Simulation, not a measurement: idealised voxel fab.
process module | voxel capacitor over wiring
cross-section cut | 160 nm wide | cells 5 nm
A cross-section is a grid of square cells, given in bands from the top down. A band is one or more rows of cells.
Each band's line starts with the height of the band's top and of its bottom, in nm. Then come its materials from left to right, each with its width in nm. One material with "throughout" fills the band from edge to edge. "air" is empty space.
Height 0 is the level under which the wafer as received is all one material. The lowest band goes on downwards, as in "0 down".
A width such as "30 to 40" changes by the same amount from each row of cells to the next, from the band's top row to its bottom row.
"no change" after a step means that no cell of the cross-section changed.
closed voids: empty space of 8 cells or more with no open way to the top, each as width x height at its distance from the left edge, in nm
after a step's settings: what the simulator itself notes on the step
overlay nm, on a step with a mask: how far to the right of its planned place the mask lay; to the left if negative
plan
1 op RECEIVE | material Si
2 op CONFORMAL_DEP | material SiO2 | thk nm 10
3 op DIRECTIONAL_DEP | material TiN | thk nm 5
4 op DIRECTIONAL_DEP | material Ru | thk nm 25
5 op DIRECTIONAL_DEP | material aC | thk nm 10
6 op PATTERN | tone cover | mask id METAL_1 | material resist | width nm 20 | pitch nm 85 | thk nm 30 | overlay nm 0
7 op DIRECTIONAL_ETCH | etch materials aC | depth nm 10
8 op STRIP | etch materials resist
9 op DIRECTIONAL_ETCH | etch materials Ru | depth nm 25
10 op DIRECTIONAL_ETCH | etch materials TiN | depth nm 5
11 op STRIP | etch materials aC
12 op FILL_DEP | material lowk | thk nm 10
13 op CMP | height nm 40
14 op CONFORMAL_DEP | material SiCN | thk nm 5
15 op DIRECTIONAL_DEP | material lowk | thk nm 15
16 op PATTERN | tone open | mask id PLUG_1 | material resist | width nm 15 | thk nm 15 | overlay nm 0
17 op DIRECTIONAL_ETCH | etch materials lowk | depth nm 15
18 op DIRECTIONAL_ETCH | etch materials SiCN | depth nm 5
19 op STRIP | etch materials resist
20 op EPI | material Ru | thk nm 10
21 op EPI | material Ru | thk nm 10
22 op DIRECTIONAL_DEP | material TiN | thk nm 5
23 op DIRECTIONAL_DEP | material HfO2 | thk nm 5
24 op DIRECTIONAL_DEP | material TiN | thk nm 10
25 op PATTERN | tone cover | mask id UPPER_PLATE | material resist | width nm 70 | thk nm 15 | overlay nm 0
26 op DIRECTIONAL_ETCH | etch materials TiN | depth nm 10
27 op DIRECTIONAL_ETCH | etch materials HfO2 | depth nm 5
28 op STRIP | etch materials resist
29 op DIRECTIONAL_DEP | material aC | thk nm 15
30 op PATTERN | tone cover | mask id LOWER_PLATE | material resist | width nm 80 | thk nm 35 | overlay nm 0
31 op DIRECTIONAL_ETCH | etch materials aC | depth nm 15
32 op STRIP | etch materials resist
33 op DIRECTIONAL_ETCH | etch materials TiN | depth nm 5
34 op STRIP | etch materials aC
35 op FILL_DEP | material SiO2 | thk nm 15
36 op CMP | height nm 90
37 op MASKED_ETCH | tone open | mask id PLUG_2 | width nm 15 | etch materials SiO2 | depth nm 10 | overlay nm 0
38 op CONFORMAL_DEP | material TiN | thk nm 5
39 op FILL_DEP | material Ru | thk nm 10
40 op CMP | height nm 90
41 op CONFORMAL_DEP | material SiCN | thk nm 5
first wafer, as planned
as received, after step 1
  0 down: Si throughout
  closed voids: none
after step 2
  10 to 0: SiO2 throughout
  below 0: unchanged
after step 3
  15 to 10: TiN throughout
  below 10: unchanged
after step 4
  40 to 15: Ru throughout
  below 15: unchanged
after step 5
  50 to 40: aC throughout
  below 40: unchanged
after step 6
  80 to 50: air 25 | resist 20 | air 65 | resist 20 | air 30
  below 50: unchanged
after step 7
  70 to 50: air 25 | resist 20 | air 65 | resist 20 | air 30
  50 to 40: air 25 | aC 20 | air 65 | aC 20 | air 30
  below 40: unchanged
after step 8
  50 to 40: air 25 | aC 20 | air 65 | aC 20 | air 30
  below 40: unchanged
after step 9
  50 to 40: air 25 | aC 20 | air 65 | aC 20 | air 30
  40 to 15: air 25 | Ru 20 | air 65 | Ru 20 | air 30
  below 15: unchanged
after step 10
  50 to 40: air 25 | aC 20 | air 65 | aC 20 | air 30
  40 to 15: air 25 | Ru 20 | air 65 | Ru 20 | air 30
  15 to 10: air 25 | TiN 20 | air 65 | TiN 20 | air 30
  below 10: unchanged
after step 11
  40 to 15: air 25 | Ru 20 | air 65 | Ru 20 | air 30
  below 15: unchanged
after step 12
  50 to 40: lowk throughout
  40 to 15: lowk 25 | Ru 20 | lowk 65 | Ru 20 | lowk 30
  15 to 10: lowk 25 | TiN 20 | lowk 65 | TiN 20 | lowk 30
  below 10: unchanged
after step 13
  40 to 15: lowk 25 | Ru 20 | lowk 65 | Ru 20 | lowk 30
  below 15: unchanged
after step 14
  45 to 40: SiCN throughout
  below 40: unchanged
after step 15
  60 to 45: lowk throughout
  below 45: unchanged
after step 16
  75 to 60: resist 30 | air 15 | resist 115
  below 60: unchanged
after step 17
  75 to 60: resist 30 | air 15 | resist 115
  60 to 45: lowk 30 | air 15 | lowk 115
  below 45: unchanged
after step 18
  75 to 60: resist 30 | air 15 | resist 115
  60 to 45: lowk 30 | air 15 | lowk 115
  45 to 40: SiCN 30 | air 15 | SiCN 115
  below 40: unchanged
after step 19
  60 to 45: lowk 30 | air 15 | lowk 115
  below 45: unchanged
after step 20
  60 to 50: lowk 30 | air 15 | lowk 115
  50 to 45: lowk 30 | Ru 15 | lowk 115
  45 to 40: SiCN 30 | Ru 15 | SiCN 115
  below 40: unchanged
after step 21
  60 to 45: lowk 30 | Ru 15 | lowk 115
  below 45: unchanged
after step 22
  65 to 60: TiN throughout
  below 60: unchanged
after step 23
  70 to 65: HfO2 throughout
  below 65: unchanged
after step 24
  80 to 70: TiN throughout
  below 70: unchanged
after step 25
  95 to 80: air 30 | resist 70 | air 60
  below 80: unchanged
after step 26
  95 to 80: air 30 | resist 70 | air 60
  80 to 70: air 30 | TiN 70 | air 60
  below 70: unchanged
after step 27
  95 to 80: air 30 | resist 70 | air 60
  80 to 70: air 30 | TiN 70 | air 60
  70 to 65: air 30 | HfO2 70 | air 60
  below 65: unchanged
after step 28
  80 to 70: air 30 | TiN 70 | air 60
  below 70: unchanged
after step 29
  95 to 80: air 30 | aC 70 | air 60
  80 to 70: aC 30 | TiN 70 | aC 60
  70 to 65: aC 30 | HfO2 70 | aC 60
  below 65: unchanged
after step 30
  130 to 95: air 25 | resist 80 | air 55
  95 to 80: air 25 | resist 5 | aC 70 | resist 5 | air 55
  below 80: unchanged
after step 31
  115 to 95: air 25 | resist 80 | air 55
  95 to 80: air 25 | resist 5 | aC 70 | resist 5 | air 55
  80 to 70: air 25 | aC 5 | TiN 70 | aC 5 | air 55
  70 to 65: air 25 | aC 5 | HfO2 70 | aC 5 | air 55
  below 65: unchanged
after step 32
  95 to 80: air 30 | aC 70 | air 60
  below 80: unchanged
after step 33
  95 to 80: air 30 | aC 70 | air 60
  80 to 70: air 25 | aC 5 | TiN 70 | aC 5 | air 55
  70 to 65: air 25 | aC 5 | HfO2 70 | aC 5 | air 55
  65 to 60: air 25 | TiN 80 | air 55
  below 60: unchanged
after step 34
  80 to 70: air 30 | TiN 70 | air 60
  70 to 65: air 30 | HfO2 70 | air 60
  below 65: unchanged
after step 35
  95 to 80: SiO2 throughout
  80 to 70: SiO2 30 | TiN 70 | SiO2 60
  70 to 65: SiO2 30 | HfO2 70 | SiO2 60
  65 to 60: SiO2 25 | TiN 80 | SiO2 55
  below 60: unchanged
after step 36
  90 to 80: SiO2 throughout
  below 80: unchanged
after step 37
  90 to 80: SiO2 40 | air 15 | SiO2 105
  below 80: unchanged
after step 38
  95 to 90: TiN 45 | air 5 | TiN 110
  90 to 85: SiO2 40 | TiN 5 | air 5 | TiN 5 | SiO2 105
  85 to 80: SiO2 40 | TiN 15 | SiO2 105
  below 80: unchanged
after step 39
  105 to 95: Ru throughout
  95 to 90: TiN 45 | Ru 5 | TiN 110
  90 to 85: SiO2 40 | TiN 5 | Ru 5 | TiN 5 | SiO2 105
  below 85: unchanged
after step 40
  90 to 85: SiO2 40 | TiN 5 | Ru 5 | TiN 5 | SiO2 105
  below 85: unchanged
after step 41
  95 to 90: SiCN throughout
  below 90: unchanged
second wafer: like start, like plan, one mistake. Through step 13 it matches the first wafer
when step 14 should have ended
  55 to 40: lowk throughout
  below 40: unchanged
when step 15 should have ended
  60 to 55: SiCN throughout
  below 55: unchanged
when step 16 should have ended
  75 to 60: resist 30 | air 15 | resist 115
  below 60: unchanged
when step 17 should have ended: no change
when step 18 should have ended
  75 to 60: resist 30 | air 15 | resist 115
  60 to 55: SiCN 30 | air 15 | SiCN 115
  below 55: unchanged
when step 19 should have ended
  60 to 55: SiCN 30 | air 15 | SiCN 115
  below 55: unchanged
when step 20 should have ended: no change
when step 21 should have ended: no change
when step 22 should have ended
  65 to 60: TiN 30 | air 15 | TiN 115
  60 to 55: SiCN 30 | TiN 15 | SiCN 115
  below 55: unchanged
when step 23 should have ended
  70 to 65: HfO2 30 | air 15 | HfO2 115
  65 to 60: TiN 30 | HfO2 15 | TiN 115
  below 60: unchanged
when step 24 should have ended
  80 to 75: TiN 30 | air 15 | TiN 115
  75 to 70: TiN throughout
  70 to 65: HfO2 30 | TiN 15 | HfO2 115
  below 65: unchanged
when step 25 should have ended
  95 to 80: air 30 | resist 70 | air 60
  80 to 75: TiN 30 | resist 15 | TiN 115
  below 75: unchanged
when step 26 should have ended
  95 to 80: air 30 | resist 70 | air 60
  80 to 75: air 30 | resist 15 | TiN 55 | air 60
  75 to 70: air 30 | TiN 70 | air 60
  below 70: unchanged
when step 27 should have ended
  95 to 80: air 30 | resist 70 | air 60
  80 to 75: air 30 | resist 15 | TiN 55 | air 60
  75 to 70: air 30 | TiN 70 | air 60
  70 to 65: air 30 | TiN 15 | HfO2 55 | air 60
  below 65: unchanged
when step 28 should have ended
  80 to 70: air 45 to 30 | TiN 55 to 70 | air 60
  below 70: unchanged
when step 29 should have ended
  95 to 90: air 45 | aC 55 | air 60
  90 to 80: air 30 | aC 70 | air 60
  80 to 70: aC 45 to 30 | TiN 55 to 70 | aC 60
  70 to 65: aC 30 | TiN 15 | HfO2 55 | aC 60
  below 65: unchanged
when step 30 should have ended
  130 to 95: air 25 | resist 80 | air 55
  95 to 90: air 25 | resist 20 | aC 55 | resist 5 | air 55
  90 to 80: air 25 | resist 5 | aC 70 | resist 5 | air 55
  below 80: unchanged
when step 31 should have ended
  115 to 95: air 25 | resist 80 | air 55
  95 to 90: air 25 | resist 20 | aC 55 | resist 5 | air 55
  90 to 80: air 25 | resist 5 | aC 70 | resist 5 | air 55
  80 to 70: air 25 | aC 20 to 5 | TiN 55 to 70 | aC 5 | air 55
  70 to 65: air 25 | aC 5 | TiN 15 | HfO2 55 | aC 5 | air 55
  below 65: unchanged
when step 32 should have ended
  95 to 90: air 45 | aC 55 | air 60
  90 to 80: air 30 | aC 70 | air 60
  below 80: unchanged
when step 33 should have ended
  95 to 90: air 45 | aC 55 | air 60
  90 to 80: air 30 | aC 70 | air 60
  80 to 70: air 25 | aC 20 to 5 | TiN 55 to 70 | aC 5 | air 55
  70 to 65: air 25 | aC 5 | TiN 15 | HfO2 55 | aC 5 | air 55
  65 to 60: air 25 | TiN 5 | HfO2 15 | TiN 60 | air 55
  below 60: unchanged
when step 34 should have ended
  80 to 70: air 45 to 30 | TiN 55 to 70 | air 60
  70 to 65: air 30 | TiN 15 | HfO2 55 | air 60
  below 65: unchanged
when step 35 should have ended
  95 to 80: SiO2 throughout
  80 to 70: SiO2 45 to 30 | TiN 55 to 70 | SiO2 60
  70 to 65: SiO2 30 | TiN 15 | HfO2 55 | SiO2 60
  65 to 60: SiO2 25 | TiN 5 | HfO2 15 | TiN 60 | SiO2 55
  below 60: unchanged
when step 36 should have ended
  90 to 80: SiO2 throughout
  below 80: unchanged
when step 37 should have ended
  90 to 80: SiO2 40 | air 15 | SiO2 105
  below 80: unchanged
when step 38 should have ended
  95 to 90: TiN 45 | air 5 | TiN 110
  90 to 85: SiO2 40 | TiN 5 | air 5 | TiN 5 | SiO2 105
  85 to 75: SiO2 40 to 45 | TiN 15 to 55 | SiO2 105 to 60
  below 75: unchanged
when step 39 should have ended
  105 to 95: Ru throughout
  95 to 90: TiN 45 | Ru 5 | TiN 110
  90 to 85: SiO2 40 | TiN 5 | Ru 5 | TiN 5 | SiO2 105
  below 85: unchanged
when step 40 should have ended
  90 to 85: SiO2 40 | TiN 5 | Ru 5 | TiN 5 | SiO2 105
  below 85: unchanged
when step 41 should have ended
  95 to 90: SiCN throughout
  below 90: unchanged
what went wrong: steps 14 and 15 were swapped
at the end the second wafer has, in cells: 12 fewer of Ru | 3 more of SiO2 | 9 more of lowk
